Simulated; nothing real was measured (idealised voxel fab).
process module | voxel capacitor over wiring
cross-section cut | 200 nm wide | cells 5 nm
A cross-section is a grid of square cells, given in bands from the top down. A band is one or more rows of cells.
Each band's line starts with the height of the band's top and of its bottom, in nm. Then come its materials from left to right, each with its width in nm. One material with "throughout" fills the band from edge to edge. "air" is empty space.
Height 0 is the level under which the wafer as received is all one material. The lowest band goes on downwards, as in "0 down".
A width such as "30 to 40" changes by the same amount from each row of cells to the next, from the band's top row to its bottom row.
"no change" after a step means that no cell of the cross-section changed.
closed voids: empty space of 8 cells or more with no open way to the top, each as width x height at its distance from the left edge, in nm
after a step's settings: what the simulator itself notes on the step
overlay nm, on a step with a mask: how far to the right of its planned place the mask lay; to the left if negative
plan
1 op RECEIVE | material Si
2 op CONFORMAL_DEP | material SiO2 | thk nm 15
3 op DIRECTIONAL_DEP | material TiN | thk nm 5
4 op DIRECTIONAL_DEP | material W | thk nm 20
5 op PATTERN | tone cover | mask id METAL_1 | material resist | width nm 20 | pitch nm 80 | thk nm 15 | overlay nm 0
6 op DIRECTIONAL_ETCH | etch materials W | depth nm 20
7 op DIRECTIONAL_ETCH | etch materials TiN | depth nm 5
8 op STRIP | etch materials resist
9 op CONFORMAL_DEP | material SiN | thk nm 5
10 op FILL_DEP | material lowk | thk nm 10
11 op CMP | height nm 40
12 op CONFORMAL_DEP | material SiCN | thk nm 5
13 op DIRECTIONAL_DEP | material SiO2 | thk nm 20
14 op MASKED_ETCH | tone open | mask id PLUG_1 | width nm 15 | etch materials SiO2 | depth nm 20 | overlay nm 0
15 op MASKED_ETCH | tone open | mask id PLUG_1 | width nm 15 | etch materials SiCN | depth nm 5 | overlay nm 0
16 op CONFORMAL_DEP | material TiN | thk nm 5
17 op FILL_DEP | material W | thk nm 10
18 op CMP | height nm 65
19 op DIRECTIONAL_DEP | material TiN | thk nm 5
20 op DIRECTIONAL_DEP | material Al2O3 | thk nm 5
21 op DIRECTIONAL_DEP | material TiN | thk nm 10
22 op MASKED_ETCH | tone cover | mask id UPPER_PLATE | width nm 65 | etch materials TiN | depth nm 10 | overlay nm 0
23 op MASKED_ETCH | tone cover | mask id UPPER_PLATE | width nm 65 | etch materials Al2O3 | depth nm 5 | overlay nm 0
24 op DIRECTIONAL_DEP | material aC | thk nm 15
25 op PATTERN | tone cover | mask id LOWER_PLATE | material resist | width nm 75 | thk nm 35 | overlay nm 0
26 op DIRECTIONAL_ETCH | etch materials aC | depth nm 15
27 op STRIP | etch materials resist
28 op DIRECTIONAL_ETCH | etch materials TiN | depth nm 5
29 op STRIP | etch materials aC
30 op FILL_DEP | material SiO2 | thk nm 15
31 op CMP | height nm 95
32 op MASKED_ETCH | tone open | mask id PLUG_2 | width nm 15 | etch materials SiO2 | depth nm 10 | overlay nm 0
33 op CONFORMAL_DEP | material TiN | thk nm 5
34 op FILL_DEP | material W | thk nm 5
35 op CMP | height nm 95
36 op CONFORMAL_DEP | material SiN | thk nm 5
first wafer, as planned
as received, after step 1
  0 down: Si throughout
  closed voids: none
after step 2
  15 to 0: SiO2 throughout
  below 0: unchanged
after step 3
  20 to 15: TiN throughout
  below 15: unchanged
after step 4
  40 to 20: W throughout
  below 20: unchanged
after step 5
  55 to 40: air 50 | resist 20 | air 60 | resist 20 | air 50
  below 40: unchanged
after step 6
  55 to 40: air 50 | resist 20 | air 60 | resist 20 | air 50
  40 to 20: air 50 | W 20 | air 60 | W 20 | air 50
  below 20: unchanged
after step 7
  55 to 40: air 50 | resist 20 | air 60 | resist 20 | air 50
  40 to 20: air 50 | W 20 | air 60 | W 20 | air 50
  20 to 15: air 50 | TiN 20 | air 60 | TiN 20 | air 50
  below 15: unchanged
after step 8
  40 to 20: air 50 | W 20 | air 60 | W 20 | air 50
  below 20: unchanged
after step 9
  45 to 40: air 45 | SiN 30 | air 50 | SiN 30 | air 45
  40 to 20: air 45 | SiN 5 | W 20 | SiN 5 | air 50 | SiN 5 | W 20 | SiN 5 | air 45
  20 to 15: SiN 50 | TiN 20 | SiN 60 | TiN 20 | SiN 50
  below 15: unchanged
after step 10
  55 to 45: lowk throughout
  45 to 40: lowk 45 | SiN 30 | lowk 50 | SiN 30 | lowk 45
  40 to 20: lowk 45 | SiN 5 | W 20 | SiN 5 | lowk 50 | SiN 5 | W 20 | SiN 5 | lowk 45
  below 20: unchanged
after step 11
  40 to 20: lowk 45 | SiN 5 | W 20 | SiN 5 | lowk 50 | SiN 5 | W 20 | SiN 5 | lowk 45
  below 20: unchanged
after step 12
  45 to 40: SiCN throughout
  below 40: unchanged
after step 13
  65 to 45: SiO2 throughout
  below 45: unchanged
after step 14
  65 to 45: SiO2 55 | air 15 | SiO2 130
  below 45: unchanged
after step 15
  65 to 45: SiO2 55 | air 15 | SiO2 130
  45 to 40: SiCN 55 | air 15 | SiCN 130
  below 40: unchanged
after step 16
  70 to 65: TiN 60 | air 5 | TiN 135
  65 to 45: SiO2 55 | TiN 5 | air 5 | TiN 5 | SiO2 130
  45 to 40: SiCN 55 | TiN 15 | SiCN 130
  below 40: unchanged
after step 17
  80 to 70: W throughout
  70 to 65: TiN 60 | W 5 | TiN 135
  65 to 45: SiO2 55 | TiN 5 | W 5 | TiN 5 | SiO2 130
  below 45: unchanged
after step 18
  65 to 45: SiO2 55 | TiN 5 | W 5 | TiN 5 | SiO2 130
  below 45: unchanged
after step 19
  70 to 65: TiN throughout
  below 65: unchanged
after step 20
  75 to 70: Al2O3 throughout
  below 70: unchanged
after step 21
  85 to 75: TiN throughout
  below 75: unchanged
after step 22
  85 to 75: air 55 | TiN 65 | air 80
  below 75: unchanged
after step 23
  85 to 75: air 55 | TiN 65 | air 80
  75 to 70: air 55 | Al2O3 65 | air 80
  below 70: unchanged
after step 24
  100 to 85: air 55 | aC 65 | air 80
  85 to 75: aC 55 | TiN 65 | aC 80
  75 to 70: aC 55 | Al2O3 65 | aC 80
  below 70: unchanged
after step 25
  135 to 100: air 50 | resist 75 | air 75
  100 to 85: air 50 | resist 5 | aC 65 | resist 5 | air 75
  below 85: unchanged
after step 26
  120 to 100: air 50 | resist 75 | air 75
  100 to 85: air 50 | resist 5 | aC 65 | resist 5 | air 75
  85 to 75: air 50 | aC 5 | TiN 65 | aC 5 | air 75
  75 to 70: air 50 | aC 5 | Al2O3 65 | aC 5 | air 75
  below 70: unchanged
after step 27
  100 to 85: air 55 | aC 65 | air 80
  below 85: unchanged
after step 28
  100 to 85: air 55 | aC 65 | air 80
  85 to 75: air 50 | aC 5 | TiN 65 | aC 5 | air 75
  75 to 70: air 50 | aC 5 | Al2O3 65 | aC 5 | air 75
  70 to 65: air 50 | TiN 75 | air 75
  below 65: unchanged
after step 29
  85 to 75: air 55 | TiN 65 | air 80
  75 to 70: air 55 | Al2O3 65 | air 80
  below 70: unchanged
after step 30
  100 to 85: SiO2 throughout
  85 to 75: SiO2 55 | TiN 65 | SiO2 80
  75 to 70: SiO2 55 | Al2O3 65 | SiO2 80
  70 to 65: SiO2 50 | TiN 75 | SiO2 75
  below 65: unchanged
after step 31
  95 to 85: SiO2 throughout
  below 85: unchanged
after step 32
  95 to 85: SiO2 65 | air 15 | SiO2 120
  below 85: unchanged
after step 33
  100 to 95: TiN 70 | air 5 | TiN 125
  95 to 90: SiO2 65 | TiN 5 | air 5 | TiN 5 | SiO2 120
  90 to 85: SiO2 65 | TiN 15 | SiO2 120
  below 85: unchanged
after step 34
  105 to 100: W throughout
  100 to 95: TiN 70 | W 5 | TiN 125
  95 to 90: SiO2 65 | TiN 5 | W 5 | TiN 5 | SiO2 120
  below 90: unchanged
after step 35
  95 to 90: SiO2 65 | TiN 5 | W 5 | TiN 5 | SiO2 120
  below 90: unchanged
after step 36
  100 to 95: SiN throughout
  below 95: unchanged
second wafer: like start, like plan, one mistake. Through step 20 it matches the first wafer
when step 21 should have ended
  90 to 75: TiN throughout
  below 75: unchanged
when step 22 should have ended
  90 to 80: air 55 | TiN 65 | air 80
  below 80: unchanged
when step 23 should have ended: no change
when step 24 should have ended
  105 to 95: air 55 | aC 65 | air 80
  95 to 90: aC throughout
  90 to 80: aC 55 | TiN 65 | aC 80
  below 80: unchanged
when step 25 should have ended
  140 to 105: air 50 | resist 75 | air 75
  105 to 95: air 50 | resist 5 | aC 65 | resist 5 | air 75
  below 95: unchanged
when step 26 should have ended
  125 to 105: air 50 | resist 75 | air 75
  105 to 95: air 50 | resist 5 | aC 65 | resist 5 | air 75
  95 to 90: air 50 | aC 75 | air 75
  90 to 80: air 50 | aC 5 | TiN 65 | aC 5 | air 75
  below 80: unchanged
when step 27 should have ended
  105 to 95: air 55 | aC 65 | air 80
  below 95: unchanged
when step 28 should have ended
  105 to 95: air 55 | aC 65 | air 80
  95 to 90: air 50 | aC 75 | air 75
  90 to 80: air 50 | aC 5 | TiN 65 | aC 5 | air 75
  80 to 75: air 50 | TiN 75 | air 75
  below 75: unchanged
when step 29 should have ended
  90 to 80: air 55 | TiN 65 | air 80
  below 80: unchanged
when step 30 should have ended
  105 to 90: SiO2 throughout
  90 to 80: SiO2 55 | TiN 65 | SiO2 80
  80 to 75: SiO2 50 | TiN 75 | SiO2 75
  below 75: unchanged
when step 31 should have ended
  95 to 90: SiO2 throughout
  below 90: unchanged
when step 32 should have ended
  95 to 90: SiO2 65 | air 15 | SiO2 120
  below 90: unchanged
when step 33 should have ended
  100 to 95: TiN 70 | air 5 | TiN 125
  95 to 90: SiO2 65 | TiN 15 | SiO2 120
  below 90: unchanged
when step 34 should have ended
  105 to 100: W throughout
  100 to 95: TiN 70 | W 5 | TiN 125
  below 95: unchanged
when step 35 should have ended
  95 to 90: SiO2 65 | TiN 15 | SiO2 120
  below 90: unchanged
when step 36 should have ended
  100 to 95: SiN throughout
  below 95: unchanged
what went wrong: step 21 ran as: op DIRECTIONAL_DEP | material TiN | thk nm 15
at the end the second wafer has, in cells: 27 more of Al2O3 | 64 fewer of SiO2 | 38 more of TiN | 1 fewer of W
